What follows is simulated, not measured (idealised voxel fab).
process module | voxel spacer lines
cross-section cut | 295 nm wide | cells 5 nm
A cross-section is a grid of square cells, given in bands from the top down. A band is one or more rows of cells.
Each band's line starts with the height of the band's top and of its bottom, in nm. Then come its materials from left to right, each with its width in nm. One material with "throughout" fills the band from edge to edge. "air" is empty space.
Height 0 is the level under which the wafer as received is all one material. The lowest band goes on downwards, as in "0 down".
A width such as "30 to 40" changes by the same amount from each row of cells to the next, from the band's top row to its bottom row.
"no change" after a step means that no cell of the cross-section changed.
closed voids: empty space of 8 cells or more with no open way to the top, each as width x height at its distance from the left edge, in nm
after a step's settings: what the simulator itself notes on the step
overlay nm, on a step with a mask: how far to the right of its planned place the mask lay; to the left if negative
plan
1 op RECEIVE | material Si
2 op CONFORMAL_DEP | material SiO2 | thk nm 5
3 op DIRECTIONAL_DEP | material W | thk nm 15
4 op DIRECTIONAL_DEP | material polySi | thk nm 20
5 op PATTERN | tone cover | mask id MANDREL | material resist | width nm 15 | pitch nm 60 | thk nm 25 | overlay nm 0
6 op DIRECTIONAL_ETCH | etch materials polySi | depth nm 20
7 op STRIP | etch materials resist
8 op CONFORMAL_DEP | material SiN | thk nm 15
9 op DIRECTIONAL_ETCH | etch materials SiN | depth nm 15
10 op STRIP | etch materials polySi
11 op DIRECTIONAL_ETCH | etch materials W | depth nm 15
12 op STRIP | etch materials SiN
first wafer, as planned
as received, after step 1
  0 down: Si throughout
  closed voids: none
after step 2
  5 to 0: SiO2 throughout
  below 0: unchanged
after step 3
  20 to 5: W throughout
  below 5: unchanged
after step 4
  40 to 20: polySi throughout
  below 20: unchanged
after step 5
  65 to 40: air 80 | resist 15 | air 45 | resist 15 | air 45 | resist 15 | air 80
  below 40: unchanged
after step 6
  65 to 40: air 80 | resist 15 | air 45 | resist 15 | air 45 | resist 15 | air 80
  40 to 20: air 80 | polySi 15 | air 45 | polySi 15 | air 45 | polySi 15 | air 80
  below 20: unchanged
after step 7
  40 to 20: air 80 | polySi 15 | air 45 | polySi 15 | air 45 | polySi 15 | air 80
  below 20: unchanged
after step 8
  55 to 40: air 65 | SiN 45 | air 15 | SiN 45 | air 15 | SiN 45 | air 65
  40 to 35: air 65 | SiN 15 | polySi 15 | SiN 15 | air 15 | SiN 15 | polySi 15 | SiN 15 | air 15 | SiN 15 | polySi 15 | SiN 15 | air 65
  35 to 20: SiN 80 | polySi 15 | SiN 45 | polySi 15 | SiN 45 | polySi 15 | SiN 80
  below 20: unchanged
after step 9
  40 to 20: air 65 | SiN 15 | polySi 15 | SiN 15 | air 15 | SiN 15 | polySi 15 | SiN 15 | air 15 | SiN 15 | polySi 15 | SiN 15 | air 65
  below 20: unchanged
after step 10
  40 to 20: air 65 | SiN 15 | air 15 | SiN 15 | air 15 | SiN 15 | air 15 | SiN 15 | air 15 | SiN 15 | air 15 | SiN 15 | air 65
  below 20: unchanged
after step 11
  40 to 20: air 65 | SiN 15 | air 15 | SiN 15 | air 15 | SiN 15 | air 15 | SiN 15 | air 15 | SiN 15 | air 15 | SiN 15 | air 65
  20 to 5: air 65 | W 15 | air 15 | W 15 | air 15 | W 15 | air 15 | W 15 | air 15 | W 15 | air 15 | W 15 | air 65
  below 5: unchanged
after step 12
  20 to 5: air 65 | W 15 | air 15 | W 15 | air 15 | W 15 | air 15 | W 15 | air 15 | W 15 | air 15 | W 15 | air 65
  below 5: unchanged
second wafer: like start, like plan, one mistake. Through step 7 it matches the first wafer
when step 8 should have ended
  50 to 40: air 70 | SiN 35 | air 25 | SiN 35 | air 25 | SiN 35 | air 70
  40 to 30: air 70 | SiN 10 | polySi 15 | SiN 10 | air 25 | SiN 10 | polySi 15 | SiN 10 | air 25 | SiN 10 | polySi 15 | SiN 10 | air 70
  30 to 20: SiN 80 | polySi 15 | SiN 45 | polySi 15 | SiN 45 | polySi 15 | SiN 80
  below 20: unchanged
when step 9 should have ended
  40 to 35: air 80 | polySi 15 | air 45 | polySi 15 | air 45 | polySi 15 | air 80
  35 to 20: air 70 | SiN 10 | polySi 15 | SiN 10 | air 25 | SiN 10 | polySi 15 | SiN 10 | air 25 | SiN 10 | polySi 15 | SiN 10 | air 70
  below 20: unchanged
when step 10 should have ended
  35 to 20: air 70 | SiN 10 | air 15 | SiN 10 | air 25 | SiN 10 | air 15 | SiN 10 | air 25 | SiN 10 | air 15 | SiN 10 | air 70
  below 20: unchanged
when step 11 should have ended
  35 to 20: air 70 | SiN 10 | air 15 | SiN 10 | air 25 | SiN 10 | air 15 | SiN 10 | air 25 | SiN 10 | air 15 | SiN 10 | air 70
  20 to 5: air 70 | W 10 | air 15 | W 10 | air 25 | W 10 | air 15 | W 10 | air 25 | W 10 | air 15 | W 10 | air 70
  below 5: unchanged
when step 12 should have ended
  20 to 5: air 70 | W 10 | air 15 | W 10 | air 25 | W 10 | air 15 | W 10 | air 25 | W 10 | air 15 | W 10 | air 70
  below 5: unchanged
what went wrong: step 8 ran as: op CONFORMAL_DEP | material SiN | thk nm 10
at the end the second wafer has, in cells: 18 fewer of W
